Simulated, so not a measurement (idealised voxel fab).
The process module presented herein is designated voxel ribs on slabs.
Cross-sectional view cut (width: 155 nm; square cell size: 5 nm).
Notation: cross-section as square-cell grid; stated in bands, top first, going down; one or more cell rows per band.
First you get the band's top height and its bottom height, in nm, and then the materials it's made of, left to right, with each width in nm. If you see a single material with "throughout", that one covers the band edge to edge. "blank" is empty space.
Below 0: as-received wafer, all one material; heights counted from there. Lowest band: no bottom, goes on down, written "0 down".
The notation "30 to 40" denotes a width that varies across the rows of cells in the band, beginning at the first number in the top row, finishing at the second number in the bottom row, and changing by an identical amount from each row to the next.
Step marked "nothing changed"? Then no cell in the cross-section changed in it.
The entry titled "Fully sealed voids" provides the empty spaces that have no open way to the top, restricted to those of 8 cells or more. Each is presented as width x height at distance, the distance being measured from the left edge, with all three in nm.
Past the settings on a step's line: simulator remark, on that step.
The optional step-line setting "overlay nm" applies to steps with a mask and quantifies how far to the right of its planned location the mask lay, a negative value indicating leftward placement.

[The planned process steps are enumerated hereunder]
1: RECEIVE,material Si
2: DIRECTIONAL_DEP,material SiO2,thk nm 20
3: DIRECTIONAL_DEP,material SiN,thk nm 20
4: DIRECTIONAL_DEP,material aC,thk nm 10
5: PATTERN,tone cover,mask id RIB,material resist,width nm 15,thk nm 25,overlay nm 0
6: DIRECTIONAL_ETCH,etch materials aC,depth nm 10
7: STRIP,etch materials resist
8: DIRECTIONAL_ETCH,etch materials SiN,depth nm 5
9: STRIP,etch materials aC
10: MASKED_ETCH,tone cover,mask id SLAB,width nm 65,etch materials SiN,depth nm 15,overlay nm -15
11: FILL_DEP,material SiO2,thk nm 25
12: CMP,height nm 60
13: DIRECTIONAL_DEP,material TiN,thk nm 5
14: DIRECTIONAL_DEP,material aC,thk nm 15
15: PATTERN,tone cover,mask id HEATER,material resist,width nm 25,thk nm 35,overlay nm 0
16: DIRECTIONAL_ETCH,etch materials aC,depth nm 15
17: STRIP,etch materials resist
18: DIRECTIONAL_ETCH,etch materials TiN,depth nm 5
19: STRIP,etch materials aC
20: CONFORMAL_DEP,material SiN,thk nm 5
varied across the wafers: overlay nm of step 10. The plan shows the first wafer's value. All wafers start alike

[The first of several wafers as received, shown in cross-section; this is its state after step 1]
    0 down = Si throughout
    Fully sealed voids: none

[For your reference, the table is organized with a row per wafer; each row reflects the wafer at the end of the module, indicating for each material the cells gained (+) or lost (-) since receipt, and thereafter its closed voids]
overlay nm -15; +75 SiN; +330 SiO2; +5 TiN; Fully sealed voids: none
overlay nm -10; +75 SiN; +330 SiO2; +5 TiN; Fully sealed voids: none
overlay nm -5; +75 SiN; +330 SiO2; +5 TiN; Fully sealed voids: none
overlay nm 0; +75 SiN; +330 SiO2; +5 TiN; Fully sealed voids: none
overlay nm 5; +75 SiN; +330 SiO2; +5 TiN; Fully sealed voids: none
overlay nm 10; +75 SiN; +330 SiO2; +5 TiN; Fully sealed voids: none
overlay nm 15; +75 SiN; +330 SiO2; +5 TiN; Fully sealed voids: none
